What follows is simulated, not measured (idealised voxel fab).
The following is a process module called voxel gate over fins.
FYI the section here is cut, 240 nm wide, cells are 5 nm squares.
When this document writes out a cross-section, it uses a grid of square cells and lists it as bands, beginning at the top and moving down, with a band standing for one or more rows of cells.
This entry defines a band. It first specifies the height of the band's top and the height of its bottom in nm, and then specifies the band's materials from left to right, stating each material with its width in nm. The word "everywhere" identifies a single material that fills the band from edge to edge, while the word "blank" identifies empty space.
Heights from 0 (as-received wafer is one material below). Bottom band endless downward, as "0 and below".
The two numbers in a width such as "30->40" mark its ends across the band: the first belongs to the top row of cells, the second to the bottom row, and from each row to the next the width moves by the same amount.
Take "remained the same" at face value: in the step it is given for, the cross-section changed in none of its cells.
Look at "Trapped voids" for the closed voids: empty spaces with no open path to the top, sized 8 cells or up. Each is width x height at distance, distance from the left edge, all nm.
That trailing text on a step's line, after the settings, is the simulator's own remark on the step.
Among the settings permitted on a step's line is "overlay nm"; applied to a step with a mask, it specifies the extent to which the mask lay to the right of its planned position, whereas a negative figure signifies a position to the left.

**Set out below are the planned steps of the process**
1) RECEIVE: material Si
2) CONFORMAL_DEP: material SiN, thk nm 5
3) PATTERN: tone cover, mask id FINS, material resist, width nm 15, pitch nm 60, thk nm 20, overlay nm 0
4) DIRECTIONAL_ETCH: etch materials SiN, depth nm 5
5) DIRECTIONAL_ETCH: etch materials Si, depth nm 40
6) STRIP: etch materials resist
7) FILL_DEP: material SiO2, thk nm 10
8) CMP: height nm 5
9) MASKED_ETCH: tone open, mask id RAIL, width nm 15, etch materials SiO2, depth nm 40, overlay nm 0
10) CONFORMAL_DEP: material TiN, thk nm 5
11) FILL_DEP: material W, thk nm 10
12) CMP: height nm 5
13) SELECTIVE_ETCH: etch materials W Ru TiN, depth nm 30
14) FILL_DEP: material SiO2, thk nm 5
15) CMP: height nm 5
16) SELECTIVE_ETCH: etch materials SiO2, depth nm 20
17) STRIP: etch materials SiN
18) CONFORMAL_DEP: material HfO2, thk nm 5
19) CONFORMAL_DEP: material TiN, thk nm 5
20) FILL_DEP: material W, thk nm 10
21) CMP: height nm 15
22) CONFORMAL_DEP: material SiN, thk nm 10

**Wafer cross-section on receipt, i.e. after step 1**
    0 and below: Si everywhere
    Trapped voids: none

**Cross-sectional result after module completion. Note: starting condition and plan are unchanged from above; one processing mistake was made**
    25 down to 15: SiN everywhere
    15 down to 10: W everywhere
    10 down to 5: W: 10, TiN: 35, W: 25, TiN: 35, W: 25, TiN: 35, W: 25, TiN: 35, W: 15
    5 down to 0: W: 10, TiN: 5, HfO2: 25, TiN: 5, W: 25, TiN: 5, HfO2: 25, TiN: 5, W: 25, TiN: 5, HfO2: 25, TiN: 5, W: 25, TiN: 5, HfO2: 25, TiN: 5, W: 15
    0 down to -5: W: 10, TiN: 5, HfO2: 5, Si: 15, HfO2: 5, TiN: 35, HfO2: 5, Si: 15, HfO2: 5, TiN: 5, W: 25, TiN: 5, HfO2: 5, Si: 15, HfO2: 5, TiN: 5, W: 25, TiN: 5, HfO2: 5, Si: 15, HfO2: 5, TiN: 5, W: 15
    -5 down to -10: TiN: 15, HfO2: 5, Si: 15, HfO2: 5, TiN: 5, HfO2: 25, TiN: 5, HfO2: 5, Si: 15, HfO2: 5, TiN: 35, HfO2: 5, Si: 15, HfO2: 5, TiN: 35, HfO2: 5, Si: 15, HfO2: 5, TiN: 20
    -10 down to -15: HfO2: 20, Si: 15, HfO2: 15, TiN: 5, W: 5, TiN: 5, HfO2: 15, Si: 15, HfO2: 45, Si: 15, HfO2: 45, Si: 15, HfO2: 25
    -15 down to -30: SiO2: 20, Si: 15, SiO2: 15, TiN: 5, W: 5, TiN: 5, SiO2: 15, Si: 15, SiO2: 45, Si: 15, SiO2: 45, Si: 15, SiO2: 25
    -30 down to -35: SiO2: 20, Si: 15, SiO2: 15, TiN: 15, SiO2: 15, Si: 15, SiO2: 45, Si: 15, SiO2: 45, Si: 15, SiO2: 25
    -35 down to -40: SiO2: 20, Si: 15, SiO2: 45, Si: 15, SiO2: 45, Si: 15, SiO2: 45, Si: 15, SiO2: 25
    -40 and below: Si everywhere
    Trapped voids: none
What went wrong in running the wafer? heads up, step 12 of the plan was skipped and never actually ran
